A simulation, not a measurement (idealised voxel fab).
The name of this process module is voxel released beams.
We display cut, a cross-section 285 nm in width whose square cells are each 5 nm.
Cross-section spec: square-cell grid; bands listed top down; each band is one or more rows.
For a band, the entry starts with two heights in nm, that of the top and then that of the bottom, and carries on with the band's materials in order from left to right, each alongside its width in nm; the word "throughout" beside a single material means it fills the band edge to edge, and "air" means empty space.
Height 0 is the level under which the wafer as received is all one material. The lowest band goes on downwards, as in "from 0 down".
Width spec "30..40" -> top row of cells at first value, bottom row at second value, equal per-row change in between.
Key: "nothing got changed" - step with no changed cell in the cross-section.
"Completely enclosed voids" - sealed voids, min. 8 cells, no opening to top; format: width x height at distance (distance from left edge; nm throughout).
The remark found on a step's line after its settings is issued by the simulator itself and pertains to that step.
The setting "overlay nm" may be written on the line of a step. When the step uses a mask, the value reports how far to the right of the planned place the mask lay, and a negative value reports that it lay to the left.
# Process steps - plan
step 1: RECEIVE: material Si
step 2: CONFORMAL_DEP: material Al2O3, thk nm 5
step 3: DIRECTIONAL_DEP: material SiO2, thk nm 20
step 4: PATTERN: tone open, mask id ANCHOR, material resist, width nm 35, thk nm 20, overlay nm 0
step 5: DIRECTIONAL_ETCH: etch materials SiO2, depth nm 20
step 6: STRIP: etch materials resist
step 7: CONFORMAL_DEP: material SiN, thk nm 15
step 8: MASKED_ETCH: tone cover, mask id BEAM, width nm 85, etch materials SiN, depth nm 15, overlay nm 0
step 9: STRIP: etch materials SiO2
# Account of the first of two wafers, which was processed as intended
# Cross-sectional view of the wafer in its as-received condition, corresponding to the state after step 1
> from 0 down = Si throughout
> Completely enclosed voids: none
# Cross-section of the wafer subsequent to step 2
> from 5 to 0 = Al2O3 throughout
> Lower than 0, everything is as it was.
# Cross-section of the wafer subsequent to step 3
> from 25 to 5 = SiO2 throughout
> Lower than 5, everything is as it was.
# Cross-section of the wafer subsequent to step 4
> from 45 to 25 = resist=100, air=35, resist=150
> Lower than 25, everything is as it was.
# Cross-section of the wafer subsequent to step 5
> from 45 to 25 = resist=100, air=35, resist=150
> from 25 to 5 = SiO2=100, air=35, SiO2=150
> Lower than 5, everything is as it was.
# Cross-section of the wafer subsequent to step 6
> from 25 to 5 = SiO2=100, air=35, SiO2=150
> Lower than 5, everything is as it was.
# Cross-section of the wafer subsequent to step 7
> from 40 to 25 = SiN=115, air=5, SiN=165
> from 25 to 20 = SiO2=100, SiN=15, air=5, SiN=15, SiO2=150
> from 20 to 5 = SiO2=100, SiN=35, SiO2=150
> Lower than 5, everything is as it was.
# Cross-section of the wafer subsequent to step 8
> from 40 to 25 = air=95, SiN=20, air=5, SiN=60, air=105
> Lower than 25, everything is as it was.
# Cross-section of the wafer subsequent to step 9
> from 40 to 25 = air=95, SiN=20, air=5, SiN=60, air=105
> from 25 to 20 = air=100, SiN=15, air=5, SiN=15, air=150
> from 20 to 5 = air=100, SiN=35, air=150
> Lower than 5, everything is as it was.
# Wafer two of the pair: same origin, same plan, one error during the run; identical to wafer one up to and including step 1
Cross-section of the second wafer at the time step 2 of the plan should have ended: nothing got changed
# Cross-section of the second wafer at the time step 3 of the plan should have ended
> from 20 to 0 = SiO2 throughout
> Lower than 0, everything is as it was.
# Cross-section of the second wafer at the time step 4 of the plan should have ended
> from 40 to 20 = resist=100, air=35, resist=150
> Lower than 20, everything is as it was.
# Cross-section of the second wafer at the time step 5 of the plan should have ended
> from 40 to 20 = resist=100, air=35, resist=150
> from 20 to 0 = SiO2=100, air=35, SiO2=150
> Lower than 0, everything is as it was.
# Cross-section of the second wafer at the time step 6 of the plan should have ended
> from 20 to 0 = SiO2=100, air=35, SiO2=150
> Lower than 0, everything is as it was.
# Cross-section of the second wafer at the time step 7 of the plan should have ended
> from 35 to 20 = SiN=115, air=5, SiN=165
> from 20 to 15 = SiO2=100, SiN=15, air=5, SiN=15, SiO2=150
> from 15 to 0 = SiO2=100, SiN=35, SiO2=150
> Lower than 0, everything is as it was.
# Cross-section of the second wafer at the time step 8 of the plan should have ended
> from 35 to 20 = air=95, SiN=20, air=5, SiN=60, air=105
> Lower than 20, everything is as it was.
# Cross-section of the second wafer at the time step 9 of the plan should have ended
> from 35 to 20 = air=95, SiN=20, air=5, SiN=60, air=105
> from 20 to 15 = air=100, SiN=15, air=5, SiN=15, air=150
> from 15 to 0 = air=100, SiN=35, air=150
> Lower than 0, everything is as it was.
What went wrong in running the wafer? step 2 of the plan did not run at all; it was left out
FYI, end of process, the second wafer has more or fewer cells of some materials than the first: Al2O3 -57
